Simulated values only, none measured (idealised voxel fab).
Process module name: voxel fin reveal
For reference, the cross-section in this document is cut, with width 180 nm and square cells of 5 nm.
Cross-section = grid of square cells, listed top down in bands; band = one or more rows.
First you get the band's top height and its bottom height, in nm, and then the materials it's made of, left to right, with each width in nm. If you see a single material with "all across", that one covers the band edge to edge. "air" is empty space.
Heights are measured from 0, the level below which the as-received wafer is all one material; the lowest band has no bottom and continues downward, written as in "from 0 down".
The expression "30 to 40" gives the width at the extremes of the band, the first number at its top row of cells and the second at its bottom row, with the width changing by equal amounts from each row to the next in between.
You'll sometimes find "nothing got changed" written for a step, and that's the way of saying that nowhere in the cross-section did a cell change during that step.
"Closed voids list" - sealed voids, min. 8 cells, no opening to top; format: width x height at distance (distance from left edge; nm throughout).
Post-settings text on a step line: simulator's own remark regarding the step.
overlay nm, on a step with a mask: how far to the right of its planned place the mask lay; to the left if negative
Steps in the process plan:
1. RECEIVE,material Si
2. CONFORMAL_DEP,material SiN,thk nm 10
3. MASKED_ETCH,tone cover,mask id FINS,width nm 15,pitch nm 40,etch materials SiN,depth nm 10,overlay nm 0
4. MASKED_ETCH,tone cover,mask id FINS,width nm 15,pitch nm 40,etch materials Si,depth nm 30,overlay nm 0
5. FILL_DEP,material SiO2,thk nm 5
6. CMP,height nm 10
7. SELECTIVE_ETCH,etch materials SiO2,depth nm 25
8. STRIP,etch materials SiN
Incoming wafer in cross-section (state: after step 1):
from 0 down  Si all across
Closed voids list: none
What the wafer looks like in cross-section after this module, when it starts as shown above and follows the plan above but one mistake is made in running it:
from 0 to -15  air 60 nm, Si 15 nm, air 25 nm, Si 15 nm, air 65 nm
from -15 to -60  SiO2 60 nm, Si 15 nm, SiO2 25 nm, Si 15 nm, SiO2 65 nm
from -60 down  Si all across
Closed voids list: none
Here's what went sideways: twice, step 4 of the plan was run
